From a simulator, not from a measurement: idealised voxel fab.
process module | voxel ribs on slabs
cross-section cut | 245 nm wide | cells 5 nm
A cross-section is a grid of square cells, given in bands from the top down. A band is one or more rows of cells.
Each band's line starts with the height of the band's top and of its bottom, in nm. Then come its materials from left to right, each with its width in nm. One material with "throughout" fills the band from edge to edge. "air" is empty space.
Height 0 is the level under which the wafer as received is all one material. The lowest band goes on downwards, as in "0 down".
A width such as "30 to 40" changes by the same amount from each row of cells to the next, from the band's top row to its bottom row.
"no change" after a step means that no cell of the cross-section changed.
closed voids: empty space of 8 cells or more with no open way to the top, each as width x height at its distance from the left edge, in nm
after a step's settings: what the simulator itself notes on the step
overlay nm, on a step with a mask: how far to the right of its planned place the mask lay; to the left if negative
plan
1 op RECEIVE | material Si
2 op DIRECTIONAL_DEP | material SiO2 | thk nm 30
3 op DIRECTIONAL_DEP | material polySi | thk nm 25
4 op MASKED_ETCH | tone cover | mask id RIB | width nm 30 | etch materials polySi | depth nm 10 | overlay nm 0
5 op MASKED_ETCH | tone cover | mask id SLAB | width nm 70 | etch materials polySi | depth nm 15 | overlay nm -15
6 op FILL_DEP | material SiO2 | thk nm 20
7 op CMP | height nm 70
8 op DIRECTIONAL_DEP | material TiN | thk nm 5
9 op DIRECTIONAL_DEP | material aC | thk nm 15
10 op PATTERN | tone cover | mask id HEATER | material resist | width nm 40 | thk nm 30 | overlay nm 0
11 op DIRECTIONAL_ETCH | etch materials aC | depth nm 15
12 op STRIP | etch materials resist
13 op DIRECTIONAL_ETCH | etch materials TiN | depth nm 5
14 op STRIP | etch materials aC
15 op CONFORMAL_DEP | material SiO2 | thk nm 10
varied across the wafers: overlay nm of step 5. The plan shows the first wafer's value. All wafers start alike
first wafer as received, after step 1
  0 down: Si throughout
  closed voids: none
first wafer at the end, after step 15
  85 to 80: air 90 | SiO2 60 | air 95
  80 to 75: SiO2 throughout
  75 to 70: SiO2 100 | TiN 40 | SiO2 105
  70 to 55: SiO2 throughout
  55 to 45: SiO2 105 | polySi 30 | SiO2 110
  45 to 30: SiO2 70 | polySi 70 | SiO2 105
  30 to 0: SiO2 throughout
  0 down: Si throughout
  closed voids: none
last wafer at the end
  85 to 80: air 90 | SiO2 60 | air 95
  80 to 75: SiO2 throughout
  75 to 70: SiO2 100 | TiN 40 | SiO2 105
  70 to 55: SiO2 throughout
  55 to 45: SiO2 105 | polySi 30 | SiO2 110
  45 to 30: SiO2 100 | polySi 70 | SiO2 75
  30 to 0: SiO2 throughout
  0 down: Si throughout
  closed voids: none
each wafer at the end: cells of each material gained (+) or lost (-) since it was received, then its closed voids
overlay nm -15 | +734 SiO2 | +8 TiN | +54 polySi | closed voids: none
overlay nm -10 | +734 SiO2 | +8 TiN | +54 polySi | closed voids: none
overlay nm -5 | +734 SiO2 | +8 TiN | +54 polySi | closed voids: none
overlay nm 0 | +734 SiO2 | +8 TiN | +54 polySi | closed voids: none
overlay nm 5 | +734 SiO2 | +8 TiN | +54 polySi | closed voids: none
overlay nm 10 | +734 SiO2 | +8 TiN | +54 polySi | closed voids: none
overlay nm 15 | +734 SiO2 | +8 TiN | +54 polySi | closed voids: none
